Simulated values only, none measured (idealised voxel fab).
Process module in this document: voxel transistor to metal
The figure presents cross-section cut, which has a width of 175 nm and is divided into square cells with an edge length of 5 nm.
A cross-section is written here as square cells arranged in a grid, and it is given in bands from the top down, each band taking up one or more rows of cells. Band: top height; bottom height; in nm. Then, left to right: material with width in nm, for each material. "everywhere": a single material spanning edge to edge. "empty": empty space. All heights in this document are referenced to 0, defined as the level beneath which the wafer, as received, consists entirely of one material. The lowest band is not bounded below; it extends indefinitely downward and is written in the form "z 0 and below". Top row gets the first number, bottom row gets the second, and each row in between changes by the same step: that is how a band width like "30 to 40" works. "same as before", as given for a step, is the statement that not any cell of the cross-section underwent a change during that step. Each empty space that has no open way to the top and spans at least 8 cells appears under "Sealed void inventory" as width x height at distance, the distance counted from the left edge, all in nm. It should be noted that, on the line of a given step, the content following the step's settings is a remark produced by the simulator itself with respect to that step. You can add "overlay nm" to a step's line. For a step with a mask, it describes how far the mask lay to the right of its planned position, and a negative number describes a lay to the left.
### Process steps foreseen in the plan
- 1: RECEIVE | material Si
- 2: OXIDIZE | depth nm 5
- 3: CONFORMAL_DEP | material SiN | thk nm 15
- 4: PATTERN | tone cover | mask id ACTIVE | material resist | width nm 105 | thk nm 15 | overlay nm 0
- 5: DIRECTIONAL_ETCH | etch materials SiN | depth nm 15
- 6: DIRECTIONAL_ETCH | etch materials SiO2 | depth nm 5
- 7: DIRECTIONAL_ETCH | etch materials Si | depth nm 30
- 8: STRIP | etch materials resist
- 9: OXIDIZE | depth nm 5
- 10: FILL_DEP | material SiO2 | thk nm 15
- 11: CMP | height nm 15
- 12: SELECTIVE_ETCH | etch materials SiO2 | depth nm 5
- 13: STRIP | etch materials SiN
- 14: SELECTIVE_ETCH | etch materials SiO2 | depth nm 5
- 15: OXIDIZE | depth nm 5
- 16: DIRECTIONAL_DEP | material polySi | thk nm 30
- 17: DIRECTIONAL_DEP | material SiCN | thk nm 10
- 18: DIRECTIONAL_DEP | material aC | thk nm 10
- 19: PATTERN | tone cover | mask id GATE | material resist | width nm 25 | thk nm 30 | overlay nm 0
- 20: DIRECTIONAL_ETCH | etch materials aC | depth nm 10
- 21: STRIP | etch materials resist
- 22: DIRECTIONAL_ETCH | etch materials SiCN | depth nm 20
- 23: DIRECTIONAL_ETCH | etch materials polySi | depth nm 40
- 24: STRIP | etch materials aC
- 25: CONFORMAL_DEP | material SiN | thk nm 10
- 26: DIRECTIONAL_ETCH | etch materials SiN | depth nm 10
- 27: DIRECTIONAL_ETCH | etch materials SiO2 | depth nm 5
- 28: DIRECTIONAL_ETCH | etch materials Si | depth nm 10
- 29: EPI | material SiGe | thk nm 10
- 30: FILL_DEP | material SiO2 | thk nm 10
- 31: CMP | height nm 25
- 32: STRIP | etch materials polySi
- 33: SELECTIVE_ETCH | etch materials SiO2 | depth nm 5
- 34: CONFORMAL_DEP | material HfO2 | thk nm 5
- 35: CONFORMAL_DEP | material TiN | thk nm 5
- 36: FILL_DEP | material W | thk nm 5
- 37: CMP | height nm 20
- 38: DIRECTIONAL_DEP | material SiO2 | thk nm 15
- 39: MASKED_ETCH | tone open | mask id CONTACT | width nm 20 | pitch nm 75 | etch materials SiO2 | depth nm 45 | overlay nm 0
- 40: CONFORMAL_DEP | material TiN | thk nm 5
- 41: FILL_DEP | material Ru | thk nm 5
- 42: CMP | height nm 35
- 43: DIRECTIONAL_DEP | material TiN | thk nm 5
- 44: DIRECTIONAL_DEP | material W | thk nm 25
- 45: DIRECTIONAL_DEP | material aC | thk nm 15
- 46: PATTERN | tone cover | mask id METAL_1 | material resist | width nm 20 | pitch nm 75 | thk nm 35 | overlay nm 0
- 47: DIRECTIONAL_ETCH | etch materials aC | depth nm 15
- 48: STRIP | etch materials resist
- 49: DIRECTIONAL_ETCH | etch materials W | depth nm 25
- 50: DIRECTIONAL_ETCH | etch materials TiN | depth nm 5
- 51: STRIP | etch materials aC
- 52: FILL_DEP | material SiO2 | thk nm 5
- 53: CMP | height nm 65
- 54: CONFORMAL_DEP | material SiCN | thk nm 5
- 55: DIRECTIONAL_DEP | material lowk | thk nm 30
- 56: DIRECTIONAL_DEP | material aC | thk nm 15
- 57: PATTERN | tone open | mask id METAL_2 | material resist | width nm 20 | pitch nm 75 | thk nm 30 | overlay nm 0
- 58: DIRECTIONAL_ETCH | etch materials aC | depth nm 15
- 59: STRIP | etch materials resist
- 60: DIRECTIONAL_ETCH | etch materials lowk | depth nm 15
- 61: STRIP | etch materials aC
- 62: DIRECTIONAL_DEP | material aC | thk nm 15
- 63: PATTERN | tone open | mask id METAL_2_HOLES | material resist | width nm 15 | pitch nm 75 | thk nm 30 | overlay nm 0
- 64: DIRECTIONAL_ETCH | etch materials aC | depth nm 15
- 65: STRIP | etch materials resist
- 66: DIRECTIONAL_ETCH | etch materials lowk | depth nm 15
- 67: DIRECTIONAL_ETCH | etch materials SiCN | depth nm 5
- 68: STRIP | etch materials aC
- 69: CONFORMAL_DEP | material TiN | thk nm 5
- 70: FILL_DEP | material Cu | thk nm 5
- 71: CMP | height nm 100
- 72: CONFORMAL_DEP | material SiN | thk nm 5
### What follows covers the first of two wafers; it ran as planned
### as received, after step 1
	z 0 and below: Si everywhere
	Sealed void inventory: none
### Cross-section through the wafer, step 2 finished
	z 0 to -5: SiO2 everywhere
	Below -5, no change.
### Cross-section through the wafer, step 3 finished
	z 15 to 0: SiN everywhere
	Below 0, no change.
### Cross-section through the wafer, step 4 finished
	z 30 to 15: empty=35; resist=105; empty=35
	Below 15, no change.
### Cross-section through the wafer, step 5 finished
	z 30 to 15: empty=35; resist=105; empty=35
	z 15 to 0: empty=35; SiN=105; empty=35
	Below 0, no change.
### Cross-section through the wafer, step 6 finished
	z 30 to 15: empty=35; resist=105; empty=35
	z 15 to 0: empty=35; SiN=105; empty=35
	z 0 to -5: empty=35; SiO2=105; empty=35
	Below -5, no change.
### Cross-section through the wafer, step 7 finished
	z 30 to 15: empty=35; resist=105; empty=35
	z 15 to 0: empty=35; SiN=105; empty=35
	z 0 to -5: empty=35; SiO2=105; empty=35
	z -5 to -35: empty=35; Si=105; empty=35
	Below -35, no change.
### Cross-section through the wafer, step 8 finished
	z 15 to 0: empty=35; SiN=105; empty=35
	Below 0, no change.
### Cross-section through the wafer, step 9 finished
	z 15 to 0: empty=35; SiN=105; empty=35
	z 0 to -5: empty=35; SiO2=105; empty=35
	z -5 to -35: empty=35; SiO2=5; Si=95; SiO2=5; empty=35
	z -35 to -40: SiO2=40; Si=95; SiO2=40
	Below -40, no change.
### Cross-section through the wafer, step 10 finished
	z 30 to 15: SiO2 everywhere
	z 15 to 0: SiO2=35; SiN=105; SiO2=35
	z 0 to -5: SiO2 everywhere
	z -5 to -40: SiO2=40; Si=95; SiO2=40
	Below -40, no change.
### Cross-section through the wafer, step 11 finished
	z 15 to 0: SiO2=35; SiN=105; SiO2=35
	Below 0, no change.
### Cross-section through the wafer, step 12 finished
	z 15 to 10: empty=35; SiN=105; empty=35
	Below 10, no change.
### Cross-section through the wafer, step 13 finished
	z 10 to 0: SiO2=35; empty=105; SiO2=35
	Below 0, no change.
### Cross-section through the wafer, step 14 finished
	z 5 to -5: SiO2=30; empty=115; SiO2=30
	Below -5, no change.
### Cross-section through the wafer, step 15 finished
	z 5 to -5: SiO2=30; empty=115; SiO2=30
	z -5 to -10: SiO2 everywhere
	Below -10, no change.
### Cross-section through the wafer, step 16 finished
	z 35 to 25: polySi=30; empty=115; polySi=30
	z 25 to 5: polySi everywhere
	z 5 to -5: SiO2=30; polySi=115; SiO2=30
	Below -5, no change.
### Cross-section through the wafer, step 17 finished
	z 45 to 35: SiCN=30; empty=115; SiCN=30
	z 35 to 25: polySi=30; SiCN=115; polySi=30
	Below 25, no change.
### Cross-section through the wafer, step 18 finished
	z 55 to 45: aC=30; empty=115; aC=30
	z 45 to 35: SiCN=30; aC=115; SiCN=30
	Below 35, no change.
### Cross-section through the wafer, step 19 finished
	z 85 to 55: empty=75; resist=25; empty=75
	z 55 to 45: aC=30; empty=45; resist=25; empty=45; aC=30
	Below 45, no change.
### Cross-section through the wafer, step 20 finished
	z 75 to 45: empty=75; resist=25; empty=75
	z 45 to 35: SiCN=30; empty=45; aC=25; empty=45; SiCN=30
	Below 35, no change.
### Cross-section through the wafer, step 21 finished
	z 45 to 35: SiCN=30; empty=45; aC=25; empty=45; SiCN=30
	Below 35, no change.
### Cross-section through the wafer, step 22 finished
	z 45 to 35: empty=75; aC=25; empty=75
	z 35 to 25: polySi=30; empty=45; SiCN=25; empty=45; polySi=30
	Below 25, no change.
### Cross-section through the wafer, step 23 finished
	z 45 to 35: empty=75; aC=25; empty=75
	z 35 to 25: empty=75; SiCN=25; empty=75
	z 25 to 5: empty=75; polySi=25; empty=75
	z 5 to -5: SiO2=30; empty=45; polySi=25; empty=45; SiO2=30
	Below -5, no change.
### Cross-section through the wafer, step 24 finished
	z 35 to 25: empty=75; SiCN=25; empty=75
	Below 25, no change.
### Cross-section through the wafer, step 25 finished
	z 45 to 35: empty=65; SiN=45; empty=65
	z 35 to 25: empty=65; SiN=10; SiCN=25; SiN=10; empty=65
	z 25 to 15: empty=65; SiN=10; polySi=25; SiN=10; empty=65
	z 15 to 5: SiN=40; empty=25; SiN=10; polySi=25; SiN=10; empty=25; SiN=40
	z 5 to -5: SiO2=30; SiN=45; polySi=25; SiN=45; SiO2=30
	Below -5, no change.
### Cross-section through the wafer, step 26 finished
	z 35 to 25: empty=65; SiN=10; SiCN=25; SiN=10; empty=65
	z 25 to 5: empty=65; SiN=10; polySi=25; SiN=10; empty=65
	z 5 to -5: SiO2=30; SiN=10; empty=25; SiN=10; polySi=25; SiN=10; empty=25; SiN=10; SiO2=30
	Below -5, no change.
### Cross-section through the wafer, step 27 finished
	z 35 to 25: empty=65; SiN=10; SiCN=25; SiN=10; empty=65
	z 25 to 5: empty=65; SiN=10; polySi=25; SiN=10; empty=65
	z 5 to 0: empty=30; SiN=10; empty=25; SiN=10; polySi=25; SiN=10; empty=25; SiN=10; empty=30
	z 0 to -5: SiO2=30; SiN=10; empty=25; SiN=10; polySi=25; SiN=10; empty=25; SiN=10; SiO2=30
	z -5 to -10: SiO2=40; empty=25; SiO2=45; empty=25; SiO2=40
	Below -10, no change.
### Cross-section through the wafer, step 28 finished
	z 35 to 25: empty=65; SiN=10; SiCN=25; SiN=10; empty=65
	z 25 to 5: empty=65; SiN=10; polySi=25; SiN=10; empty=65
	z 5 to 0: empty=30; SiN=10; empty=25; SiN=10; polySi=25; SiN=10; empty=25; SiN=10; empty=30
	z 0 to -5: SiO2=30; SiN=10; empty=25; SiN=10; polySi=25; SiN=10; empty=25; SiN=10; SiO2=30
	z -5 to -10: SiO2=40; empty=25; SiO2=45; empty=25; SiO2=40
	z -10 to -20: SiO2=40; empty=25; Si=45; empty=25; SiO2=40
	Below -20, no change.
### Cross-section through the wafer, step 29 finished
	z 35 to 25: empty=65; SiN=10; SiCN=25; SiN=10; empty=65
	z 25 to 5: empty=65; SiN=10; polySi=25; SiN=10; empty=65
	z 5 to 0: empty=30; SiN=10; empty=25; SiN=10; polySi=25; SiN=10; empty=25; SiN=10; empty=30
	z 0 to -5: SiO2=30; SiN=10; empty=15; SiGe=10; SiN=10; polySi=25; SiN=10; SiGe=10; empty=15; SiN=10; SiO2=30
	z -5 to -10: SiO2=40; empty=15; SiGe=10; SiO2=45; SiGe=10; empty=15; SiO2=40
	z -10 to -20: SiO2=40; SiGe=25; Si=45; SiGe=25; SiO2=40
	Below -20, no change.
### Cross-section through the wafer, step 30 finished
	z 45 to 35: SiO2 everywhere
	z 35 to 25: SiO2=65; SiN=10; SiCN=25; SiN=10; SiO2=65
	z 25 to 5: SiO2=65; SiN=10; polySi=25; SiN=10; SiO2=65
	z 5 to 0: SiO2=30; SiN=10; SiO2=25; SiN=10; polySi=25; SiN=10; SiO2=25; SiN=10; SiO2=30
	z 0 to -5: SiO2=30; SiN=10; SiO2=15; SiGe=10; SiN=10; polySi=25; SiN=10; SiGe=10; SiO2=15; SiN=10; SiO2=30
	z -5 to -10: SiO2=55; SiGe=10; SiO2=45; SiGe=10; SiO2=55
	Below -10, no change.
### Cross-section through the wafer, step 31 finished
	z 25 to 5: SiO2=65; SiN=10; polySi=25; SiN=10; SiO2=65
	Below 5, no change.
### Cross-section through the wafer, step 32 finished
	z 25 to 5: SiO2=65; SiN=10; empty=25; SiN=10; SiO2=65
	z 5 to 0: SiO2=30; SiN=10; SiO2=25; SiN=10; empty=25; SiN=10; SiO2=25; SiN=10; SiO2=30
	z 0 to -5: SiO2=30; SiN=10; SiO2=15; SiGe=10; SiN=10; empty=25; SiN=10; SiGe=10; SiO2=15; SiN=10; SiO2=30
	Below -5, no change.
### Cross-section through the wafer, step 33 finished
	z 25 to 20: empty=65; SiN=10; empty=25; SiN=10; empty=65
	z 20 to 5: SiO2=65; SiN=10; empty=25; SiN=10; SiO2=65
	z 5 to 0: SiO2=30; SiN=10; SiO2=25; SiN=10; empty=25; SiN=10; SiO2=25; SiN=10; SiO2=30
	z 0 to -5: SiO2=30; SiN=10; SiO2=15; SiGe=10; SiN=10; empty=25; SiN=10; SiGe=10; SiO2=15; SiN=10; SiO2=30
	z -5 to -10: SiO2=55; SiGe=10; SiO2=5; empty=35; SiO2=5; SiGe=10; SiO2=55
	Below -10, no change.
### Cross-section through the wafer, step 34 finished
	z 30 to 25: empty=60; HfO2=20; empty=15; HfO2=20; empty=60
	z 25 to 20: HfO2=65; SiN=10; HfO2=5; empty=15; HfO2=5; SiN=10; HfO2=65
	z 20 to 5: SiO2=65; SiN=10; HfO2=5; empty=15; HfO2=5; SiN=10; SiO2=65
	z 5 to 0: SiO2=30; SiN=10; SiO2=25; SiN=10; HfO2=5; empty=15; HfO2=5; SiN=10; SiO2=25; SiN=10; SiO2=30
	z 0 to -5: SiO2=30; SiN=10; SiO2=15; SiGe=10; SiN=10; HfO2=5; empty=15; HfO2=5; SiN=10; SiGe=10; SiO2=15; SiN=10; SiO2=30
	z -5 to -10: SiO2=55; SiGe=10; SiO2=5; HfO2=35; SiO2=5; SiGe=10; SiO2=55
	Below -10, no change.
### Cross-section through the wafer, step 35 finished
	z 35 to 30: empty=55; TiN=30; empty=5; TiN=30; empty=55
	z 30 to 25: TiN=60; HfO2=20; TiN=5; empty=5; TiN=5; HfO2=20; TiN=60
	z 25 to 20: HfO2=65; SiN=10; HfO2=5; TiN=5; empty=5; TiN=5; HfO2=5; SiN=10; HfO2=65
	z 20 to 5: SiO2=65; SiN=10; HfO2=5; TiN=5; empty=5; TiN=5; HfO2=5; SiN=10; SiO2=65
	z 5 to 0: SiO2=30; SiN=10; SiO2=25; SiN=10; HfO2=5; TiN=5; empty=5; TiN=5; HfO2=5; SiN=10; SiO2=25; SiN=10; SiO2=30
	z 0 to -5: SiO2=30; SiN=10; SiO2=15; SiGe=10; SiN=10; HfO2=5; TiN=15; HfO2=5; SiN=10; SiGe=10; SiO2=15; SiN=10; SiO2=30
	Below -5, no change.
### Cross-section through the wafer, step 36 finished
	z 40 to 35: W everywhere
	z 35 to 30: W=55; TiN=30; W=5; TiN=30; W=55
	z 30 to 25: TiN=60; HfO2=20; TiN=5; W=5; TiN=5; HfO2=20; TiN=60
	z 25 to 20: HfO2=65; SiN=10; HfO2=5; TiN=5; W=5; TiN=5; HfO2=5; SiN=10; HfO2=65
	z 20 to 5: SiO2=65; SiN=10; HfO2=5; TiN=5; W=5; TiN=5; HfO2=5; SiN=10; SiO2=65
	z 5 to 0: SiO2=30; SiN=10; SiO2=25; SiN=10; HfO2=5; TiN=5; W=5; TiN=5; HfO2=5; SiN=10; SiO2=25; SiN=10; SiO2=30
	Below 0, no change.
### Cross-section through the wafer, step 37 finished
	z 20 to 5: SiO2=65; SiN=10; HfO2=5; TiN=5; W=5; TiN=5; HfO2=5; SiN=10; SiO2=65
	Below 5, no change.
### Cross-section through the wafer, step 38 finished
	z 35 to 20: SiO2 everywhere
	Below 20, no change.
### Cross-section through the wafer, step 39 finished
	z 35 to 20: SiO2=40; empty=20; SiO2=55; empty=20; SiO2=40
	z 20 to 5: SiO2=40; empty=20; SiO2=5; SiN=10; HfO2=5; TiN=5; W=5; TiN=5; HfO2=5; SiN=10; SiO2=5; empty=20; SiO2=40
	z 5 to 0: SiO2=30; SiN=10; empty=20; SiO2=5; SiN=10; HfO2=5; TiN=5; W=5; TiN=5; HfO2=5; SiN=10; SiO2=5; empty=20; SiN=10; SiO2=30
	z 0 to -5: SiO2=30; SiN=10; empty=15; SiGe=10; SiN=10; HfO2=5; TiN=15; HfO2=5; SiN=10; SiGe=10; empty=15; SiN=10; SiO2=30
	z -5 to -10: SiO2=40; empty=15; SiGe=10; SiO2=5; HfO2=35; SiO2=5; SiGe=10; empty=15; SiO2=40
	Below -10, no change.
### Cross-section through the wafer, step 40 finished
	z 40 to 35: TiN=45; empty=10; TiN=65; empty=10; TiN=45
	z 35 to 20: SiO2=40; TiN=5; empty=10; TiN=5; SiO2=55; TiN=5; empty=10; TiN=5; SiO2=40
	z 20 to 5: SiO2=40; TiN=5; empty=10; TiN=5; SiO2=5; SiN=10; HfO2=5; TiN=5; W=5; TiN=5; HfO2=5; SiN=10; SiO2=5; TiN=5; empty=10; TiN=5; SiO2=40
	z 5 to 0: SiO2=30; SiN=10; TiN=5; empty=5; TiN=10; SiO2=5; SiN=10; HfO2=5; TiN=5; W=5; TiN=5; HfO2=5; SiN=10; SiO2=5; TiN=10; empty=5; TiN=5; SiN=10; SiO2=30
	z 0 to -5: SiO2=30; SiN=10; TiN=5; empty=5; TiN=5; SiGe=10; SiN=10; HfO2=5; TiN=15; HfO2=5; SiN=10; SiGe=10; TiN=5; empty=5; TiN=5; SiN=10; SiO2=30
	z -5 to -10: SiO2=40; TiN=15; SiGe=10; SiO2=5; HfO2=35; SiO2=5; SiGe=10; TiN=15; SiO2=40
	Below -10, no change.
### Cross-section through the wafer, step 41 finished
	z 45 to 40: Ru everywhere
	z 40 to 35: TiN=45; Ru=10; TiN=65; Ru=10; TiN=45
	z 35 to 20: SiO2=40; TiN=5; Ru=10; TiN=5; SiO2=55; TiN=5; Ru=10; TiN=5; SiO2=40
	z 20 to 5: SiO2=40; TiN=5; Ru=10; TiN=5; SiO2=5; SiN=10; HfO2=5; TiN=5; W=5; TiN=5; HfO2=5; SiN=10; SiO2=5; TiN=5; Ru=10; TiN=5; SiO2=40
	z 5 to 0: SiO2=30; SiN=10; TiN=5; Ru=5; TiN=10; SiO2=5; SiN=10; HfO2=5; TiN=5; W=5; TiN=5; HfO2=5; SiN=10; SiO2=5; TiN=10; Ru=5; TiN=5; SiN=10; SiO2=30
	z 0 to -5: SiO2=30; SiN=10; TiN=5; Ru=5; TiN=5; SiGe=10; SiN=10; HfO2=5; TiN=15; HfO2=5; SiN=10; SiGe=10; TiN=5; Ru=5; TiN=5; SiN=10; SiO2=30
	Below -5, no change.
### Cross-section through the wafer, step 42 finished
	z 35 to 20: SiO2=40; TiN=5; Ru=10; TiN=5; SiO2=55; TiN=5; Ru=10; TiN=5; SiO2=40
	Below 20, no change.
### Cross-section through the wafer, step 43 finished
	z 40 to 35: TiN everywhere
	Below 35, no change.
### Cross-section through the wafer, step 44 finished
	z 65 to 40: W everywhere
	Below 40, no change.
### Cross-section through the wafer, step 45 finished
	z 80 to 65: aC everywhere
	Below 65, no change.
### Cross-section through the wafer, step 46 finished
	z 115 to 80: empty=40; resist=20; empty=55; resist=20; empty=40
	Below 80, no change.
### Cross-section through the wafer, step 47 finished
	z 100 to 80: empty=40; resist=20; empty=55; resist=20; empty=40
	z 80 to 65: empty=40; aC=20; empty=55; aC=20; empty=40
	Below 65, no change.
### Cross-section through the wafer, step 48 finished
	z 80 to 65: empty=40; aC=20; empty=55; aC=20; empty=40
	Below 65, no change.
### Cross-section through the wafer, step 49 finished
	z 80 to 65: empty=40; aC=20; empty=55; aC=20; empty=40
	z 65 to 40: empty=40; W=20; empty=55; W=20; empty=40
	Below 40, no change.
### Cross-section through the wafer, step 50 finished
	z 80 to 65: empty=40; aC=20; empty=55; aC=20; empty=40
	z 65 to 40: empty=40; W=20; empty=55; W=20; empty=40
	z 40 to 35: empty=40; TiN=20; empty=55; TiN=20; empty=40
	Below 35, no change.
### Cross-section through the wafer, step 51 finished
	z 65 to 40: empty=40; W=20; empty=55; W=20; empty=40
	Below 40, no change.
### Cross-section through the wafer, step 52 finished
	z 70 to 65: SiO2 everywhere
	z 65 to 40: SiO2=40; W=20; SiO2=55; W=20; SiO2=40
	z 40 to 35: SiO2=40; TiN=20; SiO2=55; TiN=20; SiO2=40
	Below 35, no change.
### Cross-section through the wafer, step 53 finished
	z 65 to 40: SiO2=40; W=20; SiO2=55; W=20; SiO2=40
	Below 40, no change.
### Cross-section through the wafer, step 54 finished
	z 70 to 65: SiCN everywhere
	Below 65, no change.
### Cross-section through the wafer, step 55 finished
	z 100 to 70: lowk everywhere
	Below 70, no change.
### Cross-section through the wafer, step 56 finished
	z 115 to 100: aC everywhere
	Below 100, no change.
### Cross-section through the wafer, step 57 finished
	z 145 to 115: resist=40; empty=20; resist=55; empty=20; resist=40
	Below 115, no change.
### Cross-section through the wafer, step 58 finished
	z 130 to 115: resist=40; empty=20; resist=55; empty=20; resist=40
	z 115 to 100: aC=40; empty=20; aC=55; empty=20; aC=40
	Below 100, no change.
### Cross-section through the wafer, step 59 finished
	z 115 to 100: aC=40; empty=20; aC=55; empty=20; aC=40
	Below 100, no change.
### Cross-section through the wafer, step 60 finished
	z 115 to 100: aC=40; empty=20; aC=55; empty=20; aC=40
	z 100 to 85: lowk=40; empty=20; lowk=55; empty=20; lowk=40
	Below 85, no change.
### Cross-section through the wafer, step 61 finished
	z 100 to 85: lowk=40; empty=20; lowk=55; empty=20; lowk=40
	Below 85, no change.
### Cross-section through the wafer, step 62 finished
	z 115 to 100: aC=40; empty=20; aC=55; empty=20; aC=40
	z 100 to 85: lowk=40; aC=20; lowk=55; aC=20; lowk=40
	Below 85, no change.
### Cross-section through the wafer, step 63 finished
	z 145 to 115: resist=40; empty=15; resist=60; empty=15; resist=45
	z 115 to 100: aC=40; empty=15; resist=5; aC=55; empty=15; resist=5; aC=40
	Below 100, no change.
### Cross-section through the wafer, step 64 finished
	z 130 to 115: resist=40; empty=15; resist=60; empty=15; resist=45
	z 115 to 100: aC=40; empty=15; resist=5; aC=55; empty=15; resist=5; aC=40
	z 100 to 85: lowk=40; empty=15; aC=5; lowk=55; empty=15; aC=5; lowk=40
	Below 85, no change.
### Cross-section through the wafer, step 65 finished
	z 115 to 100: aC=40; empty=20; aC=55; empty=20; aC=40
	Below 100, no change.
### Cross-section through the wafer, step 66 finished
	z 115 to 100: aC=40; empty=20; aC=55; empty=20; aC=40
	z 100 to 85: lowk=40; empty=15; aC=5; lowk=55; empty=15; aC=5; lowk=40
	z 85 to 70: lowk=40; empty=15; lowk=60; empty=15; lowk=45
	Below 70, no change.
### Cross-section through the wafer, step 67 finished
	z 115 to 100: aC=40; empty=20; aC=55; empty=20; aC=40
	z 100 to 85: lowk=40; empty=15; aC=5; lowk=55; empty=15; aC=5; lowk=40
	z 85 to 70: lowk=40; empty=15; lowk=60; empty=15; lowk=45
	z 70 to 65: SiCN=40; empty=15; SiCN=60; empty=15; SiCN=45
	Below 65, no change.
### Cross-section through the wafer, step 68 finished
	z 100 to 85: lowk=40; empty=20; lowk=55; empty=20; lowk=40
	Below 85, no change.
### Cross-section through the wafer, step 69 finished
	z 105 to 100: TiN=45; empty=10; TiN=65; empty=10; TiN=45
	z 100 to 90: lowk=40; TiN=5; empty=10; TiN=5; lowk=55; TiN=5; empty=10; TiN=5; lowk=40
	z 90 to 85: lowk=40; TiN=5; empty=5; TiN=10; lowk=55; TiN=5; empty=5; TiN=10; lowk=40
	z 85 to 70: lowk=40; TiN=5; empty=5; TiN=5; lowk=60; TiN=5; empty=5; TiN=5; lowk=45
	z 70 to 65: SiCN=40; TiN=15; SiCN=60; TiN=15; SiCN=45
	Below 65, no change.
### Cross-section through the wafer, step 70 finished
	z 110 to 105: Cu everywhere
	z 105 to 100: TiN=45; Cu=10; TiN=65; Cu=10; TiN=45
	z 100 to 90: lowk=40; TiN=5; Cu=10; TiN=5; lowk=55; TiN=5; Cu=10; TiN=5; lowk=40
	z 90 to 85: lowk=40; TiN=5; Cu=5; TiN=10; lowk=55; TiN=5; Cu=5; TiN=10; lowk=40
	z 85 to 70: lowk=40; TiN=5; Cu=5; TiN=5; lowk=60; TiN=5; Cu=5; TiN=5; lowk=45
	Below 70, no change.
### Cross-section through the wafer, step 71 finished
	z 100 to 90: lowk=40; TiN=5; Cu=10; TiN=5; lowk=55; TiN=5; Cu=10; TiN=5; lowk=40
	Below 90, no change.
### Cross-section through the wafer, step 72 finished
	z 105 to 100: SiN everywhere
	Below 100, no change.
### Second wafer, same starting conditions and recipe as the first, one mistake in executing it, nothing differs from the first up to and including step 65
### Cross-section of the second wafer at the time step 66 of the plan should have ended
	z 115 to 100: aC=40; empty=20; aC=55; empty=20; aC=40
	z 100 to 85: lowk=40; empty=15; aC=5; lowk=55; empty=15; aC=5; lowk=40
	z 85 to 75: lowk=40; empty=15; lowk=60; empty=15; lowk=45
	Below 75, no change.
Cross-section of the second wafer at the time step 67 of the plan should have ended: same as before
### Cross-section of the second wafer at the time step 68 of the plan should have ended
	z 100 to 85: lowk=40; empty=20; lowk=55; empty=20; lowk=40
	Below 85, no change.
### Cross-section of the second wafer at the time step 69 of the plan should have ended
	z 105 to 100: TiN=45; empty=10; TiN=65; empty=10; TiN=45
	z 100 to 90: lowk=40; TiN=5; empty=10; TiN=5; lowk=55; TiN=5; empty=10; TiN=5; lowk=40
	z 90 to 80: lowk=40; TiN=5; empty=5; TiN=10 to 5; lowk=55 to 60; TiN=5; empty=5; TiN=10 to 5; lowk=40 to 45
	z 80 to 75: lowk=40; TiN=15; lowk=60; TiN=15; lowk=45
	Below 75, no change.
### Cross-section of the second wafer at the time step 70 of the plan should have ended
	z 110 to 105: Cu everywhere
	z 105 to 100: TiN=45; Cu=10; TiN=65; Cu=10; TiN=45
	z 100 to 90: lowk=40; TiN=5; Cu=10; TiN=5; lowk=55; TiN=5; Cu=10; TiN=5; lowk=40
	z 90 to 80: lowk=40; TiN=5; Cu=5; TiN=10 to 5; lowk=55 to 60; TiN=5; Cu=5; TiN=10 to 5; lowk=40 to 45
	Below 80, no change.
### Cross-section of the second wafer at the time step 71 of the plan should have ended
	z 100 to 90: lowk=40; TiN=5; Cu=10; TiN=5; lowk=55; TiN=5; Cu=10; TiN=5; lowk=40
	Below 90, no change.
### Cross-section of the second wafer at the time step 72 of the plan should have ended
	z 105 to 100: SiN everywhere
	Below 100, no change.
Short version of what went wrong: it should be noted that step 66 was executed with settings other than those planned, the operation and settings actually applied being DIRECTIONAL_ETCH | etch materials lowk | depth nm 10
Wrapping up, a cell-based count of both wafers puts the second over or under the first for these materials: 4 fewer of Cu | 6 more of SiCN | 8 fewer of TiN | 6 more of lowk
